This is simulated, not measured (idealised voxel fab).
The following is a process module called voxel capacitor over wiring.
In the cross-section labelled cut, the width is 215 nm and each square cell is 5 nm.
A cross-section is written here as square cells arranged in a grid, and it is given in bands from the top down, each band taking up one or more rows of cells. Heights first: top, then bottom, in nm. Then materials, left to right, each with a width in nm. "everywhere" on a single material: fills the band edge to edge. "blank": empty space. Heights are measured from 0, the level below which the as-received wafer is all one material; the lowest band has no bottom and continues downward, written as in "0..down". The expression "30->40" gives the width at the extremes of the band, the first number at its top row of cells and the second at its bottom row, with the width changing by equal amounts from each row to the next in between. Basically "changes: none" means that step didn't change any cell in the cross-section. "Enclosed void list" contains a list of empty spaces, each no smaller than 8 cells and without an open way to the top, written in the form width x height at distance with the distance from the left edge and all three in nm. Whatever follows a step's settings on its line is a remark the simulator itself makes about that step. Steps that use a mask can have "overlay nm" on their line. It says how far the mask sat to the right of where it was meant to be. Negative means to the left.
Plan
1. RECEIVE (material Si)
2. CONFORMAL_DEP (material SiO2; thk nm 15)
3. DIRECTIONAL_DEP (material TiN; thk nm 5)
4. DIRECTIONAL_DEP (material W; thk nm 20)
5. MASKED_ETCH (tone cover; mask id METAL_1; width nm 20; pitch nm 90; etch materials W; depth nm 20; overlay nm 0)
6. MASKED_ETCH (tone cover; mask id METAL_1; width nm 20; pitch nm 90; etch materials TiN; depth nm 5; overlay nm 0)
7. FILL_DEP (material SiO2; thk nm 10)
8. CMP (height nm 40)
9. CONFORMAL_DEP (material SiCN; thk nm 5)
10. DIRECTIONAL_DEP (material SiO2; thk nm 15)
11. MASKED_ETCH (tone open; mask id PLUG_1; width nm 15; etch materials SiO2; depth nm 15; overlay nm 0)
12. MASKED_ETCH (tone open; mask id PLUG_1; width nm 15; etch materials SiCN; depth nm 5; overlay nm 0)
13. CONFORMAL_DEP (material TiN; thk nm 5)
14. FILL_DEP (material Ru; thk nm 5)
15. CMP (height nm 60)
16. DIRECTIONAL_DEP (material TiN; thk nm 5)
17. DIRECTIONAL_DEP (material HfO2; thk nm 5)
18. DIRECTIONAL_DEP (material TiN; thk nm 5)
19. PATTERN (tone cover; mask id UPPER_PLATE; material resist; width nm 75; thk nm 20; overlay nm 0)
20. DIRECTIONAL_ETCH (etch materials TiN; depth nm 5)
21. DIRECTIONAL_ETCH (etch materials HfO2; depth nm 5)
22. STRIP (etch materials resist)
23. MASKED_ETCH (tone cover; mask id LOWER_PLATE; width nm 85; etch materials TiN; depth nm 5; overlay nm 0)
24. FILL_DEP (material SiO2; thk nm 15)
25. CMP (height nm 85)
26. MASKED_ETCH (tone open; mask id PLUG_2; width nm 15; etch materials SiO2; depth nm 10; overlay nm 0)
27. CONFORMAL_DEP (material TiN; thk nm 5)
28. FILL_DEP (material W; thk nm 10)
29. CMP (height nm 85)
30. CONFORMAL_DEP (material SiN; thk nm 5)
First of the two wafers, run per plan
Incoming wafer, cross-sectional view, post step 1
    0..down = Si everywhere
    Enclosed void list: none
After step 2
    15..0 = SiO2 everywhere
    Below 0 it's all the same as before, nothing changed down there.
After step 3
    20..15 = TiN everywhere
    Below 15 it's all the same as before, nothing changed down there.
After step 4
    40..20 = W everywhere
    Below 20 it's all the same as before, nothing changed down there.
After step 5
    40..20 = blank 50; W 20; blank 70; W 20; blank 55
    Below 20 it's all the same as before, nothing changed down there.
After step 6
    40..20 = blank 50; W 20; blank 70; W 20; blank 55
    20..15 = blank 50; TiN 20; blank 70; TiN 20; blank 55
    Below 15 it's all the same as before, nothing changed down there.
After step 7
    50..40 = SiO2 everywhere
    40..20 = SiO2 50; W 20; SiO2 70; W 20; SiO2 55
    20..15 = SiO2 50; TiN 20; SiO2 70; TiN 20; SiO2 55
    Below 15 it's all the same as before, nothing changed down there.
After step 8
    40..20 = SiO2 50; W 20; SiO2 70; W 20; SiO2 55
    Below 20 it's all the same as before, nothing changed down there.
After step 9
    45..40 = SiCN everywhere
    Below 40 it's all the same as before, nothing changed down there.
After step 10
    60..45 = SiO2 everywhere
    Below 45 it's all the same as before, nothing changed down there.
After step 11
    60..45 = SiO2 55; blank 15; SiO2 145
    Below 45 it's all the same as before, nothing changed down there.
After step 12
    60..45 = SiO2 55; blank 15; SiO2 145
    45..40 = SiCN 55; blank 15; SiCN 145
    Below 40 it's all the same as before, nothing changed down there.
After step 13
    65..60 = TiN 60; blank 5; TiN 150
    60..45 = SiO2 55; TiN 5; blank 5; TiN 5; SiO2 145
    45..40 = SiCN 55; TiN 15; SiCN 145
    Below 40 it's all the same as before, nothing changed down there.
After step 14
    70..65 = Ru everywhere
    65..60 = TiN 60; Ru 5; TiN 150
    60..45 = SiO2 55; TiN 5; Ru 5; TiN 5; SiO2 145
    Below 45 it's all the same as before, nothing changed down there.
After step 15
    60..45 = SiO2 55; TiN 5; Ru 5; TiN 5; SiO2 145
    Below 45 it's all the same as before, nothing changed down there.
After step 16
    65..60 = TiN everywhere
    Below 60 it's all the same as before, nothing changed down there.
After step 17
    70..65 = HfO2 everywhere
    Below 65 it's all the same as before, nothing changed down there.
After step 18
    75..70 = TiN everywhere
    Below 70 it's all the same as before, nothing changed down there.
After step 19
    95..75 = blank 55; resist 75; blank 85
    Below 75 it's all the same as before, nothing changed down there.
After step 20
    95..75 = blank 55; resist 75; blank 85
    75..70 = blank 55; TiN 75; blank 85
    Below 70 it's all the same as before, nothing changed down there.
After step 21
    95..75 = blank 55; resist 75; blank 85
    75..70 = blank 55; TiN 75; blank 85
    70..65 = blank 55; HfO2 75; blank 85
    Below 65 it's all the same as before, nothing changed down there.
After step 22
    75..70 = blank 55; TiN 75; blank 85
    Below 70 it's all the same as before, nothing changed down there.
After step 23
    75..70 = blank 55; TiN 75; blank 85
    70..65 = blank 55; HfO2 75; blank 85
    65..60 = blank 50; TiN 85; blank 80
    Below 60 it's all the same as before, nothing changed down there.
After step 24
    90..75 = SiO2 everywhere
    75..70 = SiO2 55; TiN 75; SiO2 85
    70..65 = SiO2 55; HfO2 75; SiO2 85
    65..60 = SiO2 50; TiN 85; SiO2 80
    Below 60 it's all the same as before, nothing changed down there.
After step 25
    85..75 = SiO2 everywhere
    Below 75 it's all the same as before, nothing changed down there.
After step 26
    85..75 = SiO2 65; blank 15; SiO2 135
    Below 75 it's all the same as before, nothing changed down there.
After step 27
    90..85 = TiN 70; blank 5; TiN 140
    85..80 = SiO2 65; TiN 5; blank 5; TiN 5; SiO2 135
    80..70 = SiO2 65->55; TiN 15->75; SiO2 135->85
    Below 70 it's all the same as before, nothing changed down there.
After step 28
    100..90 = W everywhere
    90..85 = TiN 70; W 5; TiN 140
    85..80 = SiO2 65; TiN 5; W 5; TiN 5; SiO2 135
    Below 80 it's all the same as before, nothing changed down there.
After step 29
    85..80 = SiO2 65; TiN 5; W 5; TiN 5; SiO2 135
    Below 80 it's all the same as before, nothing changed down there.
After step 30
    90..85 = SiN everywhere
    Below 85 it's all the same as before, nothing changed down there.
Second wafer - shared start and plan with the first - one error in running - same as the first up to step 18 inclusive
Cross-section of the second wafer corresponding to the planned conclusion of step 19
    95..75 = blank 60; resist 65; blank 90
    Below 75 it's all the same as before, nothing changed down there.
Cross-section of the second wafer corresponding to the planned conclusion of step 20
    95..75 = blank 60; resist 65; blank 90
    75..70 = blank 60; TiN 65; blank 90
    Below 70 it's all the same as before, nothing changed down there.
Cross-section of the second wafer corresponding to the planned conclusion of step 21
    95..75 = blank 60; resist 65; blank 90
    75..70 = blank 60; TiN 65; blank 90
    70..65 = blank 60; HfO2 65; blank 90
    Below 65 it's all the same as before, nothing changed down there.
Cross-section of the second wafer corresponding to the planned conclusion of step 22
    75..70 = blank 60; TiN 65; blank 90
    Below 70 it's all the same as before, nothing changed down there.
Cross-section of the second wafer corresponding to the planned conclusion of step 23
    75..70 = blank 60; TiN 65; blank 90
    70..65 = blank 60; HfO2 65; blank 90
    65..60 = blank 50; TiN 85; blank 80
    Below 60 it's all the same as before, nothing changed down there.
Cross-section of the second wafer corresponding to the planned conclusion of step 24
    90..75 = SiO2 everywhere
    75..70 = SiO2 60; TiN 65; SiO2 90
    70..65 = SiO2 60; HfO2 65; SiO2 90
    65..60 = SiO2 50; TiN 85; SiO2 80
    Below 60 it's all the same as before, nothing changed down there.
Cross-section of the second wafer corresponding to the planned conclusion of step 25
    85..75 = SiO2 everywhere
    Below 75 it's all the same as before, nothing changed down there.
Cross-section of the second wafer corresponding to the planned conclusion of step 26
    85..75 = SiO2 65; blank 15; SiO2 135
    Below 75 it's all the same as before, nothing changed down there.
Cross-section of the second wafer corresponding to the planned conclusion of step 27
    90..85 = TiN 70; blank 5; TiN 140
    85..80 = SiO2 65; TiN 5; blank 5; TiN 5; SiO2 135
    80..70 = SiO2 65->60; TiN 15->65; SiO2 135->90
    Below 70 it's all the same as before, nothing changed down there.
Cross-section of the second wafer corresponding to the planned conclusion of step 28
    100..90 = W everywhere
    90..85 = TiN 70; W 5; TiN 140
    85..80 = SiO2 65; TiN 5; W 5; TiN 5; SiO2 135
    Below 80 it's all the same as before, nothing changed down there.
Cross-section of the second wafer corresponding to the planned conclusion of step 29
    85..80 = SiO2 65; TiN 5; W 5; TiN 5; SiO2 135
    Below 80 it's all the same as before, nothing changed down there.
Cross-section of the second wafer corresponding to the planned conclusion of step 30
    90..85 = SiN everywhere
    Below 85 it's all the same as before, nothing changed down there.
Misprocessing identified: step 19: run off-plan, actual operation and settings PATTERN (tone cover; mask id UPPER_PLATE; material resist; width nm 65; thk nm 20; overlay nm 0)
Final tally in cells, some materials are higher or lower on the second wafer than on the first: 2 fewer of HfO2 | 4 more of SiO2 | 2 fewer of TiN
